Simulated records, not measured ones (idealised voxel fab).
The following is a process module called voxel tone inversion.
cross-section cut | 295 nm wide | cells 5 nm
This document writes a cross-section as a grid whose cells are square, and gives it as bands, listed from the top down; one or more rows of cells form a band. Per band: top height and bottom height in nm, followed by the left-to-right materials and their widths in nm; "full width" marks a single material spanning edge to edge, "empty" marks empty space. The reference from which all heights are counted is 0, the level beneath which the as-received wafer is entirely one material; the lowest band, having no lower bound, proceeds downward and is written after the example "0 -> down". Top row gets the first number, bottom row gets the second, and each row in between changes by the same step: that is how a band width like "30..40" works. It should be understood that the words "nothing changed", when stated for a given step, signify that the cross-section underwent no change in any of its cells during that step. Closed empty spaces (no open way to the top) of 8 cells or more are what "Entrapped void list" lists, each as width x height at distance from the left edge, nm for all three. Whatever follows a step's settings on its line is a remark the simulator itself makes about that step. overlay nm: mask right of planned place by this much (step with mask). Neg. = left.

# Process steps foreseen in the plan
1 RECEIVE [material Si]
2 CONFORMAL_DEP [material SiN] [thk nm 10]
3 DIRECTIONAL_DEP [material polySi] [thk nm 20]
4 PATTERN [tone cover] [mask id POSTS] [material resist] [width nm 20] [pitch nm 50] [thk nm 30] [overlay nm 0]
5 DIRECTIONAL_ETCH [etch materials polySi] [depth nm 20]
6 STRIP [etch materials resist]
7 FILL_DEP [material lowk] [thk nm 10]
8 CMP [height nm 30]
9 STRIP [etch materials polySi]
10 CONFORMAL_DEP [material TiN] [thk nm 5]
11 FILL_DEP [material Ru] [thk nm 5]
12 CMP [height nm 30]
13 CONFORMAL_DEP [material SiCN] [thk nm 5]

# First of two wafers: run as planned

# Cross-section of the wafer as it came to us, i.e., already through step 1
	0 -> down = Si full width
	Entrapped void list: none

# The following cross-section depicts the wafer upon completion of step 2
	10 -> 0 = SiN full width
	Under the height 0 nothing was changed.

# The following cross-section depicts the wafer upon completion of step 3
	30 -> 10 = polySi full width
	Under the height 10 nothing was changed.

# The following cross-section depicts the wafer upon completion of step 4
	60 -> 30 = empty 110, then resist 20, then empty 30, then resist 20, then empty 115
	Under the height 30 nothing was changed.

# The following cross-section depicts the wafer upon completion of step 5
	60 -> 30 = empty 110, then resist 20, then empty 30, then resist 20, then empty 115
	30 -> 10 = empty 110, then polySi 20, then empty 30, then polySi 20, then empty 115
	Under the height 10 nothing was changed.

# The following cross-section depicts the wafer upon completion of step 6
	30 -> 10 = empty 110, then polySi 20, then empty 30, then polySi 20, then empty 115
	Under the height 10 nothing was changed.

# The following cross-section depicts the wafer upon completion of step 7
	40 -> 30 = lowk full width
	30 -> 10 = lowk 110, then polySi 20, then lowk 30, then polySi 20, then lowk 115
	Under the height 10 nothing was changed.

# The following cross-section depicts the wafer upon completion of step 8
	30 -> 10 = lowk 110, then polySi 20, then lowk 30, then polySi 20, then lowk 115
	Under the height 10 nothing was changed.

# The following cross-section depicts the wafer upon completion of step 9
	30 -> 10 = lowk 110, then empty 20, then lowk 30, then empty 20, then lowk 115
	Under the height 10 nothing was changed.

# The following cross-section depicts the wafer upon completion of step 10
	35 -> 30 = TiN 115, then empty 10, then TiN 40, then empty 10, then TiN 120
	30 -> 15 = lowk 110, then TiN 5, then empty 10, then TiN 5, then lowk 30, then TiN 5, then empty 10, then TiN 5, then lowk 115
	15 -> 10 = lowk 110, then TiN 20, then lowk 30, then TiN 20, then lowk 115
	Under the height 10 nothing was changed.

# The following cross-section depicts the wafer upon completion of step 11
	40 -> 35 = Ru full width
	35 -> 30 = TiN 115, then Ru 10, then TiN 40, then Ru 10, then TiN 120
	30 -> 15 = lowk 110, then TiN 5, then Ru 10, then TiN 5, then lowk 30, then TiN 5, then Ru 10, then TiN 5, then lowk 115
	Under the height 15 nothing was changed.

# The following cross-section depicts the wafer upon completion of step 12
	30 -> 15 = lowk 110, then TiN 5, then Ru 10, then TiN 5, then lowk 30, then TiN 5, then Ru 10, then TiN 5, then lowk 115
	Under the height 15 nothing was changed.

# The following cross-section depicts the wafer upon completion of step 13
	35 -> 30 = SiCN full width
	Under the height 30 nothing was changed.

# Wafer two: like wafer one in start and plan, but with one mistake in execution; identical up to and including step 3

# Cross-section, second wafer, at the end time the plan gives for step 4
	60 -> 30 = empty 105, then resist 30, then empty 20, then resist 30, then empty 110
	Under the height 30 nothing was changed.

# Cross-section, second wafer, at the end time the plan gives for step 5
	60 -> 30 = empty 105, then resist 30, then empty 20, then resist 30, then empty 110
	30 -> 10 = empty 105, then polySi 30, then empty 20, then polySi 30, then empty 110
	Under the height 10 nothing was changed.

# Cross-section, second wafer, at the end time the plan gives for step 6
	30 -> 10 = empty 105, then polySi 30, then empty 20, then polySi 30, then empty 110
	Under the height 10 nothing was changed.

# Cross-section, second wafer, at the end time the plan gives for step 7
	40 -> 30 = lowk full width
	30 -> 10 = lowk 105, then polySi 30, then lowk 20, then polySi 30, then lowk 110
	Under the height 10 nothing was changed.

# Cross-section, second wafer, at the end time the plan gives for step 8
	30 -> 10 = lowk 105, then polySi 30, then lowk 20, then polySi 30, then lowk 110
	Under the height 10 nothing was changed.

# Cross-section, second wafer, at the end time the plan gives for step 9
	30 -> 10 = lowk 105, then empty 30, then lowk 20, then empty 30, then lowk 110
	Under the height 10 nothing was changed.

# Cross-section, second wafer, at the end time the plan gives for step 10
	35 -> 30 = TiN 110, then empty 20, then TiN 30, then empty 20, then TiN 115
	30 -> 15 = lowk 105, then TiN 5, then empty 20, then TiN 5, then lowk 20, then TiN 5, then empty 20, then TiN 5, then lowk 110
	15 -> 10 = lowk 105, then TiN 30, then lowk 20, then TiN 30, then lowk 110
	Under the height 10 nothing was changed.

# Cross-section, second wafer, at the end time the plan gives for step 11
	40 -> 35 = Ru full width
	35 -> 30 = TiN 110, then Ru 20, then TiN 30, then Ru 20, then TiN 115
	30 -> 15 = lowk 105, then TiN 5, then Ru 20, then TiN 5, then lowk 20, then TiN 5, then Ru 20, then TiN 5, then lowk 110
	Under the height 15 nothing was changed.

# Cross-section, second wafer, at the end time the plan gives for step 12
	30 -> 15 = lowk 105, then TiN 5, then Ru 20, then TiN 5, then lowk 20, then TiN 5, then Ru 20, then TiN 5, then lowk 110
	Under the height 15 nothing was changed.

# Cross-section, second wafer, at the end time the plan gives for step 13
	35 -> 30 = SiCN full width
	Under the height 30 nothing was changed.
Processing error: step 4 ran as: PATTERN [tone cover] [mask id POSTS] [material resist] [width nm 30] [pitch nm 50] [thk nm 30] [overlay nm 0]
The closing comparison, in cells, has the second wafer with more or fewer of some materials than the first: 12 more of Ru, 4 more of TiN, 16 fewer of lowk
